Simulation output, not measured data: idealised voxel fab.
The document below concerns the process module designated voxel self aligned vias.
Pictured: cross-section cut, 280 nm wide, on a grid of 5 nm square cells.
For the purposes of this document, a cross-section shall be understood as a grid of square cells, specified as bands listed in top-to-bottom order, each band consisting of one or more rows of cells. Read a band's entry like this: the first values are the height of its top and the height of its bottom in nm, and what follows is the sequence of materials from left to right, each with its width in nm. Note that "air" is empty space, and that a single material marked "throughout" reaches across the band from edge to edge. Convention: height 0 is the level below which the wafer, as received, is all one material. The lowest band does not terminate at the bottom but continues downward, represented as "0 and below". Width spec "30 to 40" -> top row of cells at first value, bottom row at second value, equal per-row change in between. "left unchanged" -> step changed no cross-section cell. "Enclosed empty spaces": empty spaces of 8 cells or more with no open way to the top, each given as width x height at distance, distance from the left edge, all in nm. Read whatever lies past the settings on a step's line as the simulator's own remark about the step. What "overlay nm" on a step's line means: if the step has a mask, that mask lay this far to the right of its planned place, or, when the value is negative, to the left.

The following list gives the planned process steps
1,op RECEIVE | material Si
2,op CONFORMAL_DEP | material SiO2 | thk nm 10
3,op CONFORMAL_DEP | material SiCN | thk nm 5
4,op DIRECTIONAL_DEP | material lowk | thk nm 20
5,op DIRECTIONAL_DEP | material aC | thk nm 10
6,op PATTERN | tone open | mask id LINES | material resist | width nm 30 | pitch nm 65 | thk nm 30 | overlay nm 0
7,op DIRECTIONAL_ETCH | etch materials aC | depth nm 10
8,op STRIP | etch materials resist
9,op DIRECTIONAL_ETCH | etch materials lowk | depth nm 20
10,op STRIP | etch materials aC
11,op CONFORMAL_DEP | material TiN | thk nm 5
12,op FILL_DEP | material W | thk nm 10
13,op CMP | height nm 35
14,op SELECTIVE_ETCH | etch materials W Ru TiN | depth nm 5
15,op FILL_DEP | material SiN | thk nm 5
16,op CMP | height nm 35
17,op DIRECTIONAL_DEP | material lowk | thk nm 20
18,op PATTERN | tone open | mask id VIAS | material resist | width nm 40 | thk nm 20 | overlay nm 0
19,op DIRECTIONAL_ETCH | etch materials lowk | depth nm 20
20,op DIRECTIONAL_ETCH | etch materials SiN | depth nm 5
21,op STRIP | etch materials resist
22,op CONFORMAL_DEP | material TiN | thk nm 5
23,op FILL_DEP | material Cu | thk nm 5
24,op CMP | height nm 55
25,op CONFORMAL_DEP | material SiN | thk nm 5

Cross-section: wafer on arrival = after step 1
> 0 and below: Si throughout
> Enclosed empty spaces: none

What the wafer looks like in cross-section after this module, when it starts as shown above and follows the plan above but one mistake is made in running it
> 60 down to 55: SiN throughout
> 55 down to 35: 85 nm lowk, 5 nm TiN, 30 nm Cu, 5 nm TiN, 155 nm lowk
> 35 down to 30: 85 nm SiN, 40 nm TiN, 155 nm SiN
> 30 down to 15: W throughout
> 15 down to 10: SiCN throughout
> 10 down to 0: SiO2 throughout
> 0 and below: Si throughout
> Enclosed empty spaces: none
What was the processing mistake? not per plan at step 4, really ran op DIRECTIONAL_DEP | material W | thk nm 20
